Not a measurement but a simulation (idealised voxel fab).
The name of this process module is voxel local oxidation.
The figure presents cross-section cut, which has a width of 230 nm and is divided into square cells with an edge length of 5 nm.
Think of the cross-section as a grid of square cells. We describe it in bands, top to bottom, and each band covers one or more rows of those cells.
Band: top height; bottom height; in nm. Then, left to right: material with width in nm, for each material. "full width": a single material spanning edge to edge. "air": empty space.
Where do heights start? At 0: under that level the wafer as delivered is made of one material only. And the lowest band has no floor; it just carries on downward, as in "from 0 down".
Note: "30->40" means the width goes from the first number (top row of the band) to the second number (bottom row) in equal steps per row of cells.
The cross-section has no changed cell in any step marked "no change occurred".
"Closed cavities" lists enclosed empty spaces (at least 8 cells, no open path upward to the top), each as width x height at distance from the left edge, in nm.
What comes after the settings on a step's line is commentary from the simulator itself on that step.
overlay nm: on a step with a mask, how far right of its planned place the mask lay; negative means left.
### plan
1. RECEIVE [material Si]
2. CONFORMAL_DEP [material SiO2] [thk nm 5]
3. CONFORMAL_DEP [material SiN] [thk nm 10]
4. PATTERN [tone cover] [mask id ACTIVE] [material resist] [width nm 110] [thk nm 20] [overlay nm 0]
5. DIRECTIONAL_ETCH [etch materials SiN] [depth nm 10]
6. STRIP [etch materials resist]
7. SELECTIVE_ETCH [etch materials SiO2] [depth nm 5]
8. OXIDIZE [depth nm 10]
9. STRIP [etch materials SiN]
### Cross-section: wafer on arrival = after step 1
    from 0 down | Si full width
    Closed cavities: none
### Cross-section at module end, one run error; start and plan unchanged from above
    from 5 to 0 | air 65  SiO2 100  air 65
    from 0 to -15 | SiO2 80  Si 70  SiO2 80
    from -15 down | Si full width
    Closed cavities: none
Where did the run depart from the plan? step 8 off recipe, ran as OXIDIZE [depth nm 15]
